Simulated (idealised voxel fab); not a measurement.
voxel self aligned contacts: a process module
Square cells of 5 nm make up the cross-section cut, whose width is 205 nm.
A cross-section in this document is a grid of square cells, and it is written down as bands, the top band listed before the ones below it; a band is made up of one or more rows of cells.
Quick guide to a band line: top height, bottom height (nm) up front; then every material left to right with its width in nm. Only one material and it's marked "full width"? Then it fills the band edge to edge. And "blank" just means empty space.
Beneath 0, the wafer as received is one material, and that level is where height counting begins. The lowest band goes on downward without a bottom; it is written like "0 -> down".
Note: "30..40" means the width goes from the first number (top row of the band) to the second number (bottom row) in equal steps per row of cells.
"remained the same", as given for a step, is the statement that not any cell of the cross-section underwent a change during that step.
Each empty space that has no open way to the top and spans at least 8 cells appears under "Entrapped voids" as width x height at distance, the distance counted from the left edge, all in nm.
Read whatever lies past the settings on a step's line as the simulator's own remark about the step.
Regarding "overlay nm": on a step with a mask, it is the distance the mask lay to the right of its planned place; a negative value places it to the left.

### Planned process steps
1: op RECEIVE | material Si
2: op OXIDIZE | depth nm 5
3: op DIRECTIONAL_DEP | material polySi | thk nm 30
4: op DIRECTIONAL_DEP | material SiN | thk nm 20
5: op MASKED_ETCH | tone cover | mask id GATE | width nm 25 | pitch nm 50 | etch materials SiN | depth nm 20 | overlay nm 0
6: op MASKED_ETCH | tone cover | mask id GATE | width nm 25 | pitch nm 50 | etch materials polySi | depth nm 20 | overlay nm 0
7: op CONFORMAL_DEP | material SiN | thk nm 5
8: op DIRECTIONAL_ETCH | etch materials SiN | depth nm 5
9: op FILL_DEP | material SiO2 | thk nm 10
10: op CMP | height nm 55
11: op DIRECTIONAL_DEP | material aC | thk nm 10
12: op PATTERN | tone open | mask id CONTACT | material resist | width nm 35 | thk nm 25 | overlay nm 0
13: op DIRECTIONAL_ETCH | etch materials aC | depth nm 10
14: op STRIP | etch materials resist
15: op DIRECTIONAL_ETCH | etch materials SiO2 | depth nm 60
16: op STRIP | etch materials aC
17: op CONFORMAL_DEP | material TiN | thk nm 5
18: op FILL_DEP | material W | thk nm 10
19: op CMP | height nm 55
20: op CONFORMAL_DEP | material SiCN | thk nm 5
What sets these wafers apart? The depth nm at step 6. They all start alike, and the plan carries the first wafer's value.

### Cut through the first of several wafers as received, post step 1
	0 -> down | Si full width
	Entrapped voids: none

### First of several wafers, sectioned at end of module (last step: step 20)
	60 -> 55 | SiCN full width
	55 -> 50 | SiO2 (85) | TiN (15) | W (5) | TiN (15) | SiO2 (85)
	50 -> 30 | SiO2 (60) | SiN (35) | TiN (5) | W (5) | TiN (5) | SiN (35) | SiO2 (60)
	30 -> 15 | SiO2 (60) | SiN (5) | polySi (25) | SiN (5) | TiN (5) | W (5) | TiN (5) | SiN (5) | polySi (25) | SiN (5) | SiO2 (60)
	15 -> 10 | SiO2 (60) | SiN (5) | polySi (25) | SiN (5) | TiN (15) | SiN (5) | polySi (25) | SiN (5) | SiO2 (60)
	10 -> 0 | polySi full width
	0 -> -5 | SiO2 full width
	-5 -> down | Si full width
	Entrapped voids: none

### Last wafer x-sec, end of module
	60 -> 55 | SiCN full width
	55 -> 50 | SiO2 (85) | TiN (15) | W (5) | TiN (15) | SiO2 (85)
	50 -> 30 | SiO2 (60) | SiN (35) | TiN (5) | W (5) | TiN (5) | SiN (35) | SiO2 (60)
	30 -> 0 | SiO2 (60) | SiN (5) | polySi (25) | SiN (5) | TiN (5) | W (5) | TiN (5) | SiN (5) | polySi (25) | SiN (5) | SiO2 (60)
	0 -> -5 | SiO2 (95) | TiN (15) | SiO2 (95)
	-5 -> down | Si full width
	Entrapped voids: none

### Row per wafer, end-of-module: cell gain (+)/loss (-) by material since the wafer came in, then closed voids
depth nm 20; -41 Si; +41 SiCN; +72 SiN; +267 SiO2; +23 TiN; +8 W; +122 polySi; Entrapped voids: none
depth nm 25; -41 Si; +41 SiCN; +76 SiN; +291 SiO2; +25 TiN; +9 W; +91 polySi; Entrapped voids: none
depth nm 30; -41 Si; +41 SiCN; +80 SiN; +312 SiO2; +29 TiN; +11 W; +60 polySi; Entrapped voids: none
depth nm 35; -41 Si; +41 SiCN; +80 SiN; +312 SiO2; +29 TiN; +11 W; +60 polySi; Entrapped voids: none
depth nm 40; -41 Si; +41 SiCN; +80 SiN; +312 SiO2; +29 TiN; +11 W; +60 polySi; Entrapped voids: none
depth nm 45; -41 Si; +41 SiCN; +80 SiN; +312 SiO2; +29 TiN; +11 W; +60 polySi; Entrapped voids: none
